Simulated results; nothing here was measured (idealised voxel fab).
process module | voxel self aligned contacts
cross-section cut | 190 nm wide | cells 5 nm
A cross-section is a grid of square cells, given in bands from the top down. A band is one or more rows of cells.
Each band's line starts with the height of the band's top and of its bottom, in nm. Then come its materials from left to right, each with its width in nm. One material with "throughout" fills the band from edge to edge. "air" is empty space.
Height 0 is the level under which the wafer as received is all one material. The lowest band goes on downwards, as in "0 down".
A width such as "30 to 40" changes by the same amount from each row of cells to the next, from the band's top row to its bottom row.
"no change" after a step means that no cell of the cross-section changed.
closed voids: empty space of 8 cells or more with no open way to the top, each as width x height at its distance from the left edge, in nm
after a step's settings: what the simulator itself notes on the step
overlay nm, on a step with a mask: how far to the right of its planned place the mask lay; to the left if negative
Each pair below shows a cross-section before one step and the cross-section after it, down to the lowest band that changed. The line under each pair gives the step between them, with its settings. The pairs can come from different runs of this module on the same starting wafer, so a pair continues from the pair above only where its "before" says so.
before
  50 to 25: air 25 | SiN 55 | air 25 | SiN 55 | air 30
  25 to 0: air 25 | SiN 10 | polySi 35 | SiN 10 | air 25 | SiN 10 | polySi 35 | SiN 10 | air 30
  0 to -5: SiO2 throughout
  -5 down: Si throughout
  closed voids: none
after
  60 to 50: TiN throughout
  50 to 25: TiN 25 | SiN 55 | TiN 25 | SiN 55 | TiN 30
  25 to 0: TiN 25 | SiN 10 | polySi 35 | SiN 10 | TiN 25 | SiN 10 | polySi 35 | SiN 10 | TiN 30
  below 0: unchanged
  closed voids: none
the step between: op FILL_DEP | material TiN | thk nm 10
before: the cross-section after the pair above
after
  55 to 50: TiN throughout
  below 50: unchanged
  closed voids: none
the step between: op CMP | height nm 55
before: the cross-section after the pair above
after
  70 to 55: aC throughout
  below 55: unchanged
  closed voids: none
the step between: op DIRECTIONAL_DEP | material aC | thk nm 15
before: the cross-section after the pair above
after
  105 to 70: resist 65 | air 55 | resist 70
  below 70: unchanged
  closed voids: none
the step between: op PATTERN | tone open | mask id CONTACT | material resist | width nm 55 | thk nm 35 | overlay nm 0
before: the cross-section after the pair above
after
  90 to 70: resist 65 | air 55 | resist 70
  70 to 55: aC 65 | air 55 | aC 70
  below 55: unchanged
  closed voids: none
the step between: op DIRECTIONAL_ETCH | etch materials aC | depth nm 15
before: the cross-section after the pair above
after
  70 to 55: aC 65 | air 55 | aC 70
  below 55: unchanged
  closed voids: none
the step between: op STRIP | etch materials resist
before: the cross-section after the pair above
after
  55 to 50: TiN throughout
  below 50: unchanged
  closed voids: none
the step between: op STRIP | etch materials aC
before: the cross-section after the pair above
after
  60 to 50: TiN throughout
  below 50: unchanged
  closed voids: none
the step between: op CONFORMAL_DEP | material TiN | thk nm 5
before: the cross-section after the pair above
after
  65 to 60: Ru throughout
  below 60: unchanged
  closed voids: none
the step between: op FILL_DEP | material Ru | thk nm 5
before: the cross-section after the pair above
after
  55 to 50: TiN throughout
  below 50: unchanged
  closed voids: none
the step between: op CMP | height nm 55
before: the cross-section after the pair above
after
  60 to 55: SiN throughout
  below 55: unchanged
  closed voids: none
the step between: op CONFORMAL_DEP | material SiN | thk nm 5
before
  70 to 55: aC throughout
  55 to 50: SiO2 throughout
  50 to 25: SiO2 25 | SiN 55 | SiO2 25 | SiN 55 | SiO2 30
  25 to 0: SiO2 25 | SiN 10 | polySi 35 | SiN 10 | SiO2 25 | SiN 10 | polySi 35 | SiN 10 | SiO2 30
  0 to -5: SiO2 throughout
  -5 down: Si throughout
  closed voids: none
after
  105 to 70: air 65 | resist 55 | air 70
  below 70: unchanged
  closed voids: none
the step between: op PATTERN | tone cover | mask id CONTACT | material resist | width nm 55 | thk nm 35 | overlay nm 0
before: the cross-section after the pair above
after
  90 to 70: air 65 | resist 55 | air 70
  70 to 55: air 65 | aC 55 | air 70
  below 55: unchanged
  closed voids: none
the step between: op DIRECTIONAL_ETCH | etch materials aC | depth nm 15
before: the cross-section after the pair above
after
  70 to 55: air 65 | aC 55 | air 70
  below 55: unchanged
  closed voids: none
the step between: op STRIP | etch materials resist
before: the cross-section after the pair above
after
  70 to 55: air 65 | aC 55 | air 70
  55 to 50: air 65 | SiO2 55 | air 70
  50 to 25: air 25 | SiN 55 | SiO2 25 | SiN 55 | air 30
  25 to 0: air 25 | SiN 10 | polySi 35 | SiN 10 | SiO2 25 | SiN 10 | polySi 35 | SiN 10 | air 30
  0 to -5: air 25 | SiO2 135 | air 30
  below -5: unchanged
  closed voids: none
the step between: op DIRECTIONAL_ETCH | etch materials SiO2 | depth nm 60
before: the cross-section after the pair above
after
  55 to 50: air 65 | SiO2 55 | air 70
  below 50: unchanged
  closed voids: none
the step between: op STRIP | etch materials aC
before: the cross-section after the pair above
after
  60 to 55: air 60 | TiN 65 | air 65
  55 to 50: air 20 | TiN 45 | SiO2 55 | TiN 45 | air 25
  50 to 25: air 20 | TiN 5 | SiN 55 | SiO2 25 | SiN 55 | TiN 5 | air 25
  25 to 0: air 20 | TiN 5 | SiN 10 | polySi 35 | SiN 10 | SiO2 25 | SiN 10 | polySi 35 | SiN 10 | TiN 5 | air 25
  0 to -5: TiN 25 | SiO2 135 | TiN 30
  below -5: unchanged
  closed voids: none
the step between: op CONFORMAL_DEP | material TiN | thk nm 5
before: the cross-section after the pair above
after
  65 to 60: Ru throughout
  60 to 55: Ru 60 | TiN 65 | Ru 65
  55 to 50: Ru 20 | TiN 45 | SiO2 55 | TiN 45 | Ru 25
  50 to 25: Ru 20 | TiN 5 | SiN 55 | SiO2 25 | SiN 55 | TiN 5 | Ru 25
  25 to 0: Ru 20 | TiN 5 | SiN 10 | polySi 35 | SiN 10 | SiO2 25 | SiN 10 | polySi 35 | SiN 10 | TiN 5 | Ru 25
  below 0: unchanged
  closed voids: none
the step between: op FILL_DEP | material Ru | thk nm 5
before: the cross-section after the pair above
after
  55 to 50: Ru 20 | TiN 45 | SiO2 55 | TiN 45 | Ru 25
  below 50: unchanged
  closed voids: none
the step between: op CMP | height nm 55
before: the cross-section after the pair above
after
  60 to 55: SiN throughout
  below 55: unchanged
  closed voids: none
the step between: op CONFORMAL_DEP | material SiN | thk nm 5
